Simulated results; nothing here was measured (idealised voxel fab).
process module | voxel air gaps
cross-section cut | 270 nm wide | cells 5 nm
A cross-section is a grid of square cells, given in bands from the top down. A band is one or more rows of cells.
Each band's line starts with the height of the band's top and of its bottom, in nm. Then come its materials from left to right, each with its width in nm. One material with "throughout" fills the band from edge to edge. "air" is empty space.
Height 0 is the level under which the wafer as received is all one material. The lowest band goes on downwards, as in "0 down".
A width such as "30 to 40" changes by the same amount from each row of cells to the next, from the band's top row to its bottom row.
"no change" after a step means that no cell of the cross-section changed.
closed voids: empty space of 8 cells or more with no open way to the top, each as width x height at its distance from the left edge, in nm
after a step's settings: what the simulator itself notes on the step
overlay nm, on a step with a mask: how far to the right of its planned place the mask lay; to the left if negative
plan
1 op RECEIVE | material Si
2 op CONFORMAL_DEP | material SiO2 | thk nm 10
3 op CONFORMAL_DEP | material SiCN | thk nm 5
4 op DIRECTIONAL_DEP | material lowk | thk nm 40
5 op DIRECTIONAL_DEP | material aC | thk nm 15
6 op PATTERN | tone open | mask id LINES | material resist | width nm 15 | pitch nm 40 | thk nm 35 | overlay nm 0
7 op DIRECTIONAL_ETCH | etch materials aC | depth nm 15
8 op STRIP | etch materials resist
9 op DIRECTIONAL_ETCH | etch materials lowk | depth nm 40
10 op STRIP | etch materials aC
11 op CONFORMAL_DEP | material TiN | thk nm 5
12 op FILL_DEP | material W | thk nm 10
13 op CMP | height nm 55
14 op EPI | material Ru | thk nm 10
15 op SELECTIVE_ETCH | etch materials lowk | depth nm 50
16 op CONFORMAL_DEP | material SiCN | thk nm 5
first wafer, as planned
as received, after step 1
  0 down: Si throughout
  closed voids: none
after step 2
  10 to 0: SiO2 throughout
  below 0: unchanged
after step 3
  15 to 10: SiCN throughout
  below 10: unchanged
after step 4
  55 to 15: lowk throughout
  below 15: unchanged
after step 5
  70 to 55: aC throughout
  below 55: unchanged
after step 6
  105 to 70: resist 85 | air 15 | resist 25 | air 15 | resist 25 | air 15 | resist 90
  below 70: unchanged
after step 7
  90 to 70: resist 85 | air 15 | resist 25 | air 15 | resist 25 | air 15 | resist 90
  70 to 55: aC 85 | air 15 | aC 25 | air 15 | aC 25 | air 15 | aC 90
  below 55: unchanged
after step 8
  70 to 55: aC 85 | air 15 | aC 25 | air 15 | aC 25 | air 15 | aC 90
  below 55: unchanged
after step 9
  70 to 55: aC 85 | air 15 | aC 25 | air 15 | aC 25 | air 15 | aC 90
  55 to 15: lowk 85 | air 15 | lowk 25 | air 15 | lowk 25 | air 15 | lowk 90
  below 15: unchanged
after step 10
  55 to 15: lowk 85 | air 15 | lowk 25 | air 15 | lowk 25 | air 15 | lowk 90
  below 15: unchanged
after step 11
  60 to 55: TiN 90 | air 5 | TiN 35 | air 5 | TiN 35 | air 5 | TiN 95
  55 to 20: lowk 85 | TiN 5 | air 5 | TiN 5 | lowk 25 | TiN 5 | air 5 | TiN 5 | lowk 25 | TiN 5 | air 5 | TiN 5 | lowk 90
  20 to 15: lowk 85 | TiN 15 | lowk 25 | TiN 15 | lowk 25 | TiN 15 | lowk 90
  below 15: unchanged
after step 12
  70 to 60: W throughout
  60 to 55: TiN 90 | W 5 | TiN 35 | W 5 | TiN 35 | W 5 | TiN 95
  55 to 20: lowk 85 | TiN 5 | W 5 | TiN 5 | lowk 25 | TiN 5 | W 5 | TiN 5 | lowk 25 | TiN 5 | W 5 | TiN 5 | lowk 90
  below 20: unchanged
after step 13
  55 to 20: lowk 85 | TiN 5 | W 5 | TiN 5 | lowk 25 | TiN 5 | W 5 | TiN 5 | lowk 25 | TiN 5 | W 5 | TiN 5 | lowk 90
  below 20: unchanged
after step 14
  65 to 55: air 75 | Ru 35 | air 5 | Ru 35 | air 5 | Ru 35 | air 80
  below 55: unchanged
after step 15
  65 to 55: air 75 | Ru 35 | air 5 | Ru 35 | air 5 | Ru 35 | air 80
  55 to 20: air 85 | TiN 5 | W 5 | TiN 5 | air 25 | TiN 5 | W 5 | TiN 5 | air 25 | TiN 5 | W 5 | TiN 5 | air 90
  20 to 15: air 85 | TiN 15 | air 25 | TiN 15 | air 25 | TiN 15 | air 90
  below 15: unchanged
after step 16
  70 to 65: air 70 | SiCN 125 | air 75
  65 to 55: air 70 | SiCN 5 | Ru 35 | SiCN 5 | Ru 35 | SiCN 5 | Ru 35 | SiCN 5 | air 75
  55 to 50: air 70 | SiCN 15 | TiN 5 | W 5 | TiN 5 | SiCN 25 | TiN 5 | W 5 | TiN 5 | SiCN 25 | TiN 5 | W 5 | TiN 5 | SiCN 15 | air 75
  50 to 20: air 80 | SiCN 5 | TiN 5 | W 5 | TiN 5 | SiCN 5 | air 15 | SiCN 5 | TiN 5 | W 5 | TiN 5 | SiCN 5 | air 15 | SiCN 5 | TiN 5 | W 5 | TiN 5 | SiCN 5 | air 85
  20 to 15: SiCN 85 | TiN 15 | SiCN 25 | TiN 15 | SiCN 25 | TiN 15 | SiCN 90
  below 15: unchanged
  closed voids: 15 x 30 at 105; 15 x 30 at 145
second wafer: like start, like plan, one mistake. Through step 2 it matches the first wafer
when step 3 should have ended: no change
when step 4 should have ended
  50 to 10: lowk throughout
  below 10: unchanged
when step 5 should have ended
  65 to 50: aC throughout
  below 50: unchanged
when step 6 should have ended
  100 to 65: resist 85 | air 15 | resist 25 | air 15 | resist 25 | air 15 | resist 90
  below 65: unchanged
when step 7 should have ended
  85 to 65: resist 85 | air 15 | resist 25 | air 15 | resist 25 | air 15 | resist 90
  65 to 50: aC 85 | air 15 | aC 25 | air 15 | aC 25 | air 15 | aC 90
  below 50: unchanged
when step 8 should have ended
  65 to 50: aC 85 | air 15 | aC 25 | air 15 | aC 25 | air 15 | aC 90
  below 50: unchanged
when step 9 should have ended
  65 to 50: aC 85 | air 15 | aC 25 | air 15 | aC 25 | air 15 | aC 90
  50 to 10: lowk 85 | air 15 | lowk 25 | air 15 | lowk 25 | air 15 | lowk 90
  below 10: unchanged
when step 10 should have ended
  50 to 10: lowk 85 | air 15 | lowk 25 | air 15 | lowk 25 | air 15 | lowk 90
  below 10: unchanged
when step 11 should have ended
  55 to 50: TiN 90 | air 5 | TiN 35 | air 5 | TiN 35 | air 5 | TiN 95
  50 to 15: lowk 85 | TiN 5 | air 5 | TiN 5 | lowk 25 | TiN 5 | air 5 | TiN 5 | lowk 25 | TiN 5 | air 5 | TiN 5 | lowk 90
  15 to 10: lowk 85 | TiN 15 | lowk 25 | TiN 15 | lowk 25 | TiN 15 | lowk 90
  below 10: unchanged
when step 12 should have ended
  65 to 55: W throughout
  55 to 50: TiN 90 | W 5 | TiN 35 | W 5 | TiN 35 | W 5 | TiN 95
  50 to 15: lowk 85 | TiN 5 | W 5 | TiN 5 | lowk 25 | TiN 5 | W 5 | TiN 5 | lowk 25 | TiN 5 | W 5 | TiN 5 | lowk 90
  below 15: unchanged
when step 13 should have ended
  55 to 50: TiN 90 | W 5 | TiN 35 | W 5 | TiN 35 | W 5 | TiN 95
  below 50: unchanged
when step 14 should have ended
  65 to 55: Ru throughout
  below 55: unchanged
when step 15 should have ended: no change
when step 16 should have ended
  70 to 65: SiCN throughout
  below 65: unchanged
what went wrong: step 3 was left out
at the end the second wafer has, in cells: 66 more of Ru | 130 fewer of SiCN | 51 more of TiN | 3 more of W | 360 more of lowk
closed voids at the end (first wafer, second wafer): 2, 0
